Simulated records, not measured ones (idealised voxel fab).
Process module under the name voxel lift off
The figure presents cross-section cut, which has a width of 245 nm and is divided into square cells with an edge length of 5 nm.
Bands, listed from the top down, are how a cross-section gets written in this document; the cross-section itself is a grid of square cells, and a band is one or more rows of them.
What a band's entry tells you: where the top is and where the bottom is, as heights in nm, and after that what lies inside, material by material from left to right, each with its width in nm. Empty space is written as the word "empty", and a single material marked with the word "all across" occupies the band from edge to edge.
Heights are expressed relative to 0, this being the level below which the as-received wafer comprises one material exclusively. The lowest band is unbounded in the downward direction and is denoted as in "0..down".
A width given as "30->40" starts at the first number in the band's top row and ends at the second number in its bottom row, shifting by an equal amount at every step from row to row.
A step reported as "remains unaltered" is a step in which no cell of the cross-section changed.
In the "Non-vented voids" entry, you get each enclosed empty space of 8 cells or more, one with no open way to the top, written width x height at distance, distance from the left edge, in nm.
Text after the settings on a step's line: the simulator's own remark on that step.
The setting "overlay nm" may be written on the line of a step. When the step uses a mask, the value reports how far to the right of the planned place the mask lay, and a negative value reports that it lay to the left.
### This section lists the process steps that were planned
1,RECEIVE with material Si
2,CONFORMAL_DEP with material SiO2, thk nm 5
3,PATTERN with tone open, mask id LINES, material resist, width nm 30, pitch nm 55, thk nm 20, overlay nm 0
4,DIRECTIONAL_DEP with material Ru, thk nm 10
5,STRIP with etch materials resist
6,CONFORMAL_DEP with material SiO2, thk nm 5
### Here's what the wafer looked like in cross-section when it arrived - that's after step 1
* 0..down: Si all across
* Non-vented voids: none
### One mistake in running the module, otherwise start and plan as above: cross-section at the end
* 20..15: 75 empty | 45 SiO2 | 10 empty | 45 SiO2 | 70 empty
* 15..10: 75 empty | 5 SiO2 | 35 Ru | 5 SiO2 | 10 empty | 5 SiO2 | 35 Ru | 5 SiO2 | 70 empty
* 10..5: 80 SiO2 | 35 Ru | 20 SiO2 | 35 Ru | 75 SiO2
* 5..0: SiO2 all across
* 0..down: Si all across
* Non-vented voids: none
What went wrong in running the wafer? for step 3, the planned setting was not used; the step was instead run as PATTERN with tone open, mask id LINES, material resist, width nm 35, pitch nm 55, thk nm 20, overlay nm 0
